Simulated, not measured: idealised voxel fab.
The following process module bears the name voxel self aligned vias.
This is section cut - it's 185 nm across, gridded in 5 nm square cells.
The cross-sections in this document take the form of a grid made of square cells. They are written out as bands, in order from top to bottom. Each band consists of one or more rows of cells.
Band: top height; bottom height; in nm. Then, left to right: material with width in nm, for each material. "everywhere": a single material spanning edge to edge. "blank": empty space.
Basically, 0 is our baseline, since under it the wafer straight out of the box is all one material. The bottom band has no lower end and keeps on going down, so it looks like "0 and below".
Graded width ("30..40"): value in top row of band = first number; value in bottom row = second number; row-to-row change constant.
For the purposes of this document, the phrase "everything unchanged" attached to a step denotes that no cell within the cross-section was modified by that step.
Entry "Closed void register" = empty spaces >= 8 cells with no open way to the top; each as width x height at distance, distance from left edge, all nm.
Heads up: the bit after the settings on a step's line is the simulator's remark on that step.
overlay nm: mask offset rightward from planned place, masked step; negative means leftward offset.

[Planned step list for the process]
1: RECEIVE with material Si
2: CONFORMAL_DEP with material SiO2, thk nm 10
3: CONFORMAL_DEP with material SiCN, thk nm 5
4: DIRECTIONAL_DEP with material SiO2, thk nm 25
5: MASKED_ETCH with tone open, mask id LINES, width nm 20, pitch nm 70, etch materials SiO2, depth nm 25, overlay nm 0
6: CONFORMAL_DEP with material TiN, thk nm 5
7: FILL_DEP with material Ru, thk nm 10
8: CMP with height nm 40
9: SELECTIVE_ETCH with etch materials W Ru TiN, depth nm 10
10: FILL_DEP with material SiN, thk nm 10
11: CMP with height nm 40
12: DIRECTIONAL_DEP with material SiO2, thk nm 15
13: DIRECTIONAL_DEP with material aC, thk nm 10
14: PATTERN with tone open, mask id VIAS, material resist, width nm 40, pitch nm 70, thk nm 25, overlay nm 0
15: DIRECTIONAL_ETCH with etch materials aC, depth nm 10
16: STRIP with etch materials resist
17: DIRECTIONAL_ETCH with etch materials SiO2, depth nm 15
18: DIRECTIONAL_ETCH with etch materials SiN, depth nm 10
19: STRIP with etch materials aC
20: CONFORMAL_DEP with material TiN, thk nm 5
21: FILL_DEP with material Ru, thk nm 5
22: CMP with height nm 55
23: CONFORMAL_DEP with material SiN, thk nm 5

[Shown in cross-section is the wafer as received, that is, as it stands after step 1]
0 and below: Si everywhere
Closed void register: none

[Here's the cross-section of the first of our two wafers at the end of the module - it ran as planned]
60 down to 55: SiN everywhere
55 down to 45: SiO2=35  TiN=5  Ru=30  TiN=5  SiO2=30  TiN=5  Ru=30  TiN=5  SiO2=40
45 down to 35: SiO2=35..45  TiN=15..5  Ru=10  TiN=15..5  SiO2=30..50  TiN=15..5  Ru=10  TiN=15..5  SiO2=40..50
35 down to 30: SiO2=45  TiN=20  SiO2=50  TiN=20  SiO2=50
30 down to 20: SiO2=45  TiN=5  Ru=10  TiN=5  SiO2=50  TiN=5  Ru=10  TiN=5  SiO2=50
20 down to 15: SiO2=45  TiN=20  SiO2=50  TiN=20  SiO2=50
15 down to 10: SiCN everywhere
10 down to 0: SiO2 everywhere
0 and below: Si everywhere
Closed void register: none

[Second wafer through the module, sectioned at the end: same beginning and same plan as the first wafer, with one mistake in carrying it out]
60 down to 55: SiN everywhere
55 down to 45: SiO2=35  TiN=5  Ru=30  TiN=5  SiO2=30  TiN=5  Ru=30  TiN=5  SiO2=40
45 down to 35: SiO2=35  TiN=5  Ru=10  TiN=25..5  SiO2=30..50  TiN=5  Ru=10  TiN=25..5  SiO2=40..60
35 down to 30: SiO2=35  TiN=20  SiO2=50  TiN=20  SiO2=60
30 down to 20: SiO2=35  TiN=5  Ru=10  TiN=5  SiO2=50  TiN=5  Ru=10  TiN=5  SiO2=60
20 down to 15: SiO2=35  TiN=20  SiO2=50  TiN=20  SiO2=60
15 down to 10: SiCN everywhere
10 down to 0: SiO2 everywhere
0 and below: Si everywhere
Closed void register: none
The plan and the run diverged here: step 5 changed vs plan, executed as MASKED_ETCH with tone open, mask id LINES, width nm 20, pitch nm 70, etch materials SiO2, depth nm 25, overlay nm -10
End check, second vs first wafer: material counts in cells match, positions do not.
